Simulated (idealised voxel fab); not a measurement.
The following process module bears the name voxel air gaps.
Section shown: cut. Width: 290 nm. Cell size: 5 nm, square.
If you're reading a cross-section in this doc, picture square cells in a grid; it comes to you as bands, top ones listed first down to the bottom, and a band can be one or more rows of cells.
The band entry comprises the height of the band's top followed by the height of its bottom, expressed in nm, and subsequently the band's materials from left to right, each stated together with its width in nm. Where a single material is marked with the word "everywhere", that material fills the band from edge to edge. The word "air" represents empty space.
Heads up on the height convention: 0 is the point under which the incoming wafer is all one material, and the lowest band has no bottom, it just keeps going down, like "0 -> down".
With a width like "30..40", each row of cells in the band differs from the next by the same amount, the top row carrying the first number and the bottom row the second.
Step note "nothing different" = no cross-section cell changed.
Entry "Closed cavities" = empty spaces >= 8 cells with no open way to the top; each as width x height at distance, distance from left edge, all nm.
Note: text after step settings on the step line = simulator remark on that step.
"overlay nm", when on a step's line for a step with a mask, measures how far to the right of its planned place the mask lay; a negative measure means to the left.

Steps planned for the process
- 1: RECEIVE with material Si
- 2: CONFORMAL_DEP with material SiO2, thk nm 15
- 3: CONFORMAL_DEP with material SiCN, thk nm 5
- 4: DIRECTIONAL_DEP with material SiO2, thk nm 40
- 5: DIRECTIONAL_DEP with material aC, thk nm 15
- 6: PATTERN with tone open, mask id LINES, material resist, width nm 20, pitch nm 45, thk nm 30, overlay nm 0
- 7: DIRECTIONAL_ETCH with etch materials aC, depth nm 15
- 8: STRIP with etch materials resist
- 9: DIRECTIONAL_ETCH with etch materials SiO2, depth nm 40
- 10: STRIP with etch materials aC
- 11: CONFORMAL_DEP with material TiN, thk nm 5
- 12: FILL_DEP with material W, thk nm 5
- 13: CMP with height nm 60
- 14: EPI with material Ru, thk nm 10
- 15: SELECTIVE_ETCH with etch materials SiO2, depth nm 50
- 16: CONFORMAL_DEP with material SiCN, thk nm 5

First of two wafers, with the run carried out as planned

Wafer at receipt (post step 1), cross-section
    0 -> down  Si everywhere
    Closed cavities: none

Step 2 complete: cross-section through the wafer
    15 -> 0  SiO2 everywhere
    At heights below 0, the structure remains unaltered.

Step 3 complete: cross-section through the wafer
    20 -> 15  SiCN everywhere
    At heights below 15, the structure remains unaltered.

Step 4 complete: cross-section through the wafer
    60 -> 20  SiO2 everywhere
    At heights below 20, the structure remains unaltered.

Step 5 complete: cross-section through the wafer
    75 -> 60  aC everywhere
    At heights below 60, the structure remains unaltered.

Step 6 complete: cross-section through the wafer
    105 -> 75  resist 65 nm  air 20 nm  resist 25 nm  air 20 nm  resist 25 nm  air 20 nm  resist 25 nm  air 20 nm  resist 70 nm
    At heights below 75, the structure remains unaltered.

Step 7 complete: cross-section through the wafer
    90 -> 75  resist 65 nm  air 20 nm  resist 25 nm  air 20 nm  resist 25 nm  air 20 nm  resist 25 nm  air 20 nm  resist 70 nm
    75 -> 60  aC 65 nm  air 20 nm  aC 25 nm  air 20 nm  aC 25 nm  air 20 nm  aC 25 nm  air 20 nm  aC 70 nm
    At heights below 60, the structure remains unaltered.

Step 8 complete: cross-section through the wafer
    75 -> 60  aC 65 nm  air 20 nm  aC 25 nm  air 20 nm  aC 25 nm  air 20 nm  aC 25 nm  air 20 nm  aC 70 nm
    At heights below 60, the structure remains unaltered.

Step 9 complete: cross-section through the wafer
    75 -> 60  aC 65 nm  air 20 nm  aC 25 nm  air 20 nm  aC 25 nm  air 20 nm  aC 25 nm  air 20 nm  aC 70 nm
    60 -> 20  SiO2 65 nm  air 20 nm  SiO2 25 nm  air 20 nm  SiO2 25 nm  air 20 nm  SiO2 25 nm  air 20 nm  SiO2 70 nm
    At heights below 20, the structure remains unaltered.

Step 10 complete: cross-section through the wafer
    60 -> 20  SiO2 65 nm  air 20 nm  SiO2 25 nm  air 20 nm  SiO2 25 nm  air 20 nm  SiO2 25 nm  air 20 nm  SiO2 70 nm
    At heights below 20, the structure remains unaltered.

Step 11 complete: cross-section through the wafer
    65 -> 60  TiN 70 nm  air 10 nm  TiN 35 nm  air 10 nm  TiN 35 nm  air 10 nm  TiN 35 nm  air 10 nm  TiN 75 nm
    60 -> 25  SiO2 65 nm  TiN 5 nm  air 10 nm  TiN 5 nm  SiO2 25 nm  TiN 5 nm  air 10 nm  TiN 5 nm  SiO2 25 nm  TiN 5 nm  air 10 nm  TiN 5 nm  SiO2 25 nm  TiN 5 nm  air 10 nm  TiN 5 nm  SiO2 70 nm
    25 -> 20  SiO2 65 nm  TiN 20 nm  SiO2 25 nm  TiN 20 nm  SiO2 25 nm  TiN 20 nm  SiO2 25 nm  TiN 20 nm  SiO2 70 nm
    At heights below 20, the structure remains unaltered.

Step 12 complete: cross-section through the wafer
    70 -> 65  W everywhere
    65 -> 60  TiN 70 nm  W 10 nm  TiN 35 nm  W 10 nm  TiN 35 nm  W 10 nm  TiN 35 nm  W 10 nm  TiN 75 nm
    60 -> 25  SiO2 65 nm  TiN 5 nm  W 10 nm  TiN 5 nm  SiO2 25 nm  TiN 5 nm  W 10 nm  TiN 5 nm  SiO2 25 nm  TiN 5 nm  W 10 nm  TiN 5 nm  SiO2 25 nm  TiN 5 nm  W 10 nm  TiN 5 nm  SiO2 70 nm
    At heights below 25, the structure remains unaltered.

Step 13 complete: cross-section through the wafer
    60 -> 25  SiO2 65 nm  TiN 5 nm  W 10 nm  TiN 5 nm  SiO2 25 nm  TiN 5 nm  W 10 nm  TiN 5 nm  SiO2 25 nm  TiN 5 nm  W 10 nm  TiN 5 nm  SiO2 25 nm  TiN 5 nm  W 10 nm  TiN 5 nm  SiO2 70 nm
    At heights below 25, the structure remains unaltered.

Step 14 complete: cross-section through the wafer
    70 -> 60  air 55 nm  Ru 40 nm  air 5 nm  Ru 40 nm  air 5 nm  Ru 40 nm  air 5 nm  Ru 40 nm  air 60 nm
    At heights below 60, the structure remains unaltered.

Step 15 complete: cross-section through the wafer
    70 -> 60  air 55 nm  Ru 40 nm  air 5 nm  Ru 40 nm  air 5 nm  Ru 40 nm  air 5 nm  Ru 40 nm  air 60 nm
    60 -> 25  air 65 nm  TiN 5 nm  W 10 nm  TiN 5 nm  air 25 nm  TiN 5 nm  W 10 nm  TiN 5 nm  air 25 nm  TiN 5 nm  W 10 nm  TiN 5 nm  air 25 nm  TiN 5 nm  W 10 nm  TiN 5 nm  air 70 nm
    25 -> 20  air 65 nm  TiN 20 nm  air 25 nm  TiN 20 nm  air 25 nm  TiN 20 nm  air 25 nm  TiN 20 nm  air 70 nm
    At heights below 20, the structure remains unaltered.

Step 16 complete: cross-section through the wafer
    75 -> 70  air 50 nm  SiCN 185 nm  air 55 nm
    70 -> 60  air 50 nm  SiCN 5 nm  Ru 40 nm  SiCN 5 nm  Ru 40 nm  SiCN 5 nm  Ru 40 nm  SiCN 5 nm  Ru 40 nm  SiCN 5 nm  air 55 nm
    60 -> 55  air 50 nm  SiCN 15 nm  TiN 5 nm  W 10 nm  TiN 5 nm  SiCN 25 nm  TiN 5 nm  W 10 nm  TiN 5 nm  SiCN 25 nm  TiN 5 nm  W 10 nm  TiN 5 nm  SiCN 25 nm  TiN 5 nm  W 10 nm  TiN 5 nm  SiCN 15 nm  air 55 nm
    55 -> 25  air 60 nm  SiCN 5 nm  TiN 5 nm  W 10 nm  TiN 5 nm  SiCN 5 nm  air 15 nm  SiCN 5 nm  TiN 5 nm  W 10 nm  TiN 5 nm  SiCN 5 nm  air 15 nm  SiCN 5 nm  TiN 5 nm  W 10 nm  TiN 5 nm  SiCN 5 nm  air 15 nm  SiCN 5 nm  TiN 5 nm  W 10 nm  TiN 5 nm  SiCN 5 nm  air 65 nm
    25 -> 20  SiCN 65 nm  TiN 20 nm  SiCN 25 nm  TiN 20 nm  SiCN 25 nm  TiN 20 nm  SiCN 25 nm  TiN 20 nm  SiCN 70 nm
    At heights below 20, the structure remains unaltered.
    Closed cavities: 15 x 30 at 90; 15 x 30 at 135; 15 x 30 at 180

It is to be noted that the second wafer proceeded from the same initial state and according to the same plan as the first, although one mistake was committed in its execution; through step 15, inclusive, the two wafers share an identical history

Second wafer, sectioned view, at step 16's planned end time
    75 -> 60  air 50 nm  Ru 185 nm  air 55 nm
    60 -> 55  air 50 nm  Ru 15 nm  TiN 5 nm  W 10 nm  TiN 5 nm  Ru 25 nm  TiN 5 nm  W 10 nm  TiN 5 nm  Ru 25 nm  TiN 5 nm  W 10 nm  TiN 5 nm  Ru 25 nm  TiN 5 nm  W 10 nm  TiN 5 nm  Ru 15 nm  air 55 nm
    55 -> 25  air 60 nm  Ru 5 nm  TiN 5 nm  W 10 nm  TiN 5 nm  Ru 5 nm  air 15 nm  Ru 5 nm  TiN 5 nm  W 10 nm  TiN 5 nm  Ru 5 nm  air 15 nm  Ru 5 nm  TiN 5 nm  W 10 nm  TiN 5 nm  Ru 5 nm  air 15 nm  Ru 5 nm  TiN 5 nm  W 10 nm  TiN 5 nm  Ru 5 nm  air 65 nm
    25 -> 20  Ru 65 nm  TiN 20 nm  Ru 25 nm  TiN 20 nm  Ru 25 nm  TiN 20 nm  Ru 25 nm  TiN 20 nm  Ru 70 nm
    At heights below 20, the structure remains unaltered.
    Closed cavities: 15 x 30 at 90; 15 x 30 at 135; 15 x 30 at 180
Which mistake was made when the wafer was run? step 16 was run on a setting that differed from the plan, and what really ran there is CONFORMAL_DEP with material Ru, thk nm 5
Looking at both finished wafers in cells, the second ends up ahead of or behind the first on some materials: Ru +158; SiCN -158
